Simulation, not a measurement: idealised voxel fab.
process module | voxel capacitor over wiring
cross-section cut | 260 nm wide | cells 5 nm
A cross-section is a grid of square cells, given in bands from the top down. A band is one or more rows of cells.
Each band's line starts with the height of the band's top and of its bottom, in nm. Then come its materials from left to right, each with its width in nm. One material with "throughout" fills the band from edge to edge. "air" is empty space.
Height 0 is the level under which the wafer as received is all one material. The lowest band goes on downwards, as in "0 down".
A width such as "30 to 40" changes by the same amount from each row of cells to the next, from the band's top row to its bottom row.
"no change" after a step means that no cell of the cross-section changed.
closed voids: empty space of 8 cells or more with no open way to the top, each as width x height at its distance from the left edge, in nm
after a step's settings: what the simulator itself notes on the step
overlay nm, on a step with a mask: how far to the right of its planned place the mask lay; to the left if negative
plan
1 op RECEIVE | material Si
2 op CONFORMAL_DEP | material SiO2 | thk nm 10
3 op DIRECTIONAL_DEP | material TiN | thk nm 5
4 op DIRECTIONAL_DEP | material W | thk nm 20
5 op DIRECTIONAL_DEP | material aC | thk nm 15
6 op PATTERN | tone cover | mask id METAL_1 | material resist | width nm 25 | pitch nm 90 | thk nm 35 | overlay nm 0
7 op DIRECTIONAL_ETCH | etch materials aC | depth nm 15
8 op STRIP | etch materials resist
9 op DIRECTIONAL_ETCH | etch materials W | depth nm 20
10 op DIRECTIONAL_ETCH | etch materials TiN | depth nm 5
11 op STRIP | etch materials aC
12 op FILL_DEP | material lowk | thk nm 5
13 op CMP | height nm 35
14 op CONFORMAL_DEP | material SiCN | thk nm 5
15 op DIRECTIONAL_DEP | material lowk | thk nm 10
16 op MASKED_ETCH | tone open | mask id PLUG_1 | width nm 15 | etch materials lowk | depth nm 10 | overlay nm 0
17 op MASKED_ETCH | tone open | mask id PLUG_1 | width nm 15 | etch materials SiCN | depth nm 5 | overlay nm 0
18 op EPI | material Ru | thk nm 10
19 op EPI | material Ru | thk nm 5
20 op DIRECTIONAL_DEP | material TiN | thk nm 10
21 op DIRECTIONAL_DEP | material Al2O3 | thk nm 5
22 op DIRECTIONAL_DEP | material TiN | thk nm 10
23 op PATTERN | tone cover | mask id UPPER_PLATE | material resist | width nm 70 | thk nm 20 | overlay nm 0
24 op DIRECTIONAL_ETCH | etch materials TiN | depth nm 10
25 op DIRECTIONAL_ETCH | etch materials Al2O3 | depth nm 5
26 op STRIP | etch materials resist
27 op PATTERN | tone cover | mask id LOWER_PLATE | material resist | width nm 80 | thk nm 15 | overlay nm 0
28 op DIRECTIONAL_ETCH | etch materials TiN | depth nm 10
29 op STRIP | etch materials resist
30 op FILL_DEP | material SiO2 | thk nm 20
31 op CMP | height nm 90
32 op PATTERN | tone open | mask id PLUG_2 | material resist | width nm 15 | thk nm 15 | overlay nm 0
33 op DIRECTIONAL_ETCH | etch materials SiO2 | depth nm 15
34 op STRIP | etch materials resist
35 op CONFORMAL_DEP | material TiN | thk nm 5
36 op FILL_DEP | material W | thk nm 5
37 op CMP | height nm 90
38 op CONFORMAL_DEP | material SiCN | thk nm 5
as received, after step 1
  0 down: Si throughout
  closed voids: none
first wafer at the end, as planned
  95 to 90: SiCN throughout
  90 to 80: SiO2 90 | TiN 5 | W 5 | TiN 5 | SiO2 155
  80 to 75: SiO2 90 | TiN 15 | SiO2 155
  75 to 65: SiO2 80 | TiN 70 | SiO2 110
  65 to 60: SiO2 80 | Al2O3 70 | SiO2 110
  60 to 50: SiO2 75 | TiN 80 | SiO2 105
  50 to 40: lowk 80 | Ru 15 | lowk 165
  40 to 35: SiCN 80 | Ru 15 | SiCN 165
  35 to 15: lowk 70 | W 25 | lowk 65 | W 25 | lowk 75
  15 to 10: lowk 70 | TiN 25 | lowk 65 | TiN 25 | lowk 75
  10 to 0: SiO2 throughout
  0 down: Si throughout
  closed voids: none
second wafer at the end: like start, like plan, one mistake
  95 to 90: SiCN throughout
  90 to 80: SiO2 90 | TiN 5 | W 5 | TiN 5 | SiO2 155
  80 to 75: SiO2 90 | TiN 15 | SiO2 155
  75 to 65: SiO2 95 | TiN 55 | SiO2 110
  65 to 60: SiO2 95 | Al2O3 55 | SiO2 110
  60 to 50: SiO2 75 | TiN 80 | SiO2 105
  50 to 45: lowk 80 | Al2O3 15 | lowk 165
  45 to 40: lowk 80 | TiN 15 | lowk 165
  40 to 35: SiCN 80 | TiN 15 | SiCN 165
  35 to 30: lowk throughout
  30 to 10: lowk 70 | W 25 | lowk 65 | W 25 | lowk 75
  10 to 0: SiO2 throughout
  0 down: Si throughout
  closed voids: none
what went wrong: step 3 was left out
at the end the second wafer has, in cells: 9 fewer of Ru | 9 more of SiO2 | 10 fewer of TiN | 10 more of lowk
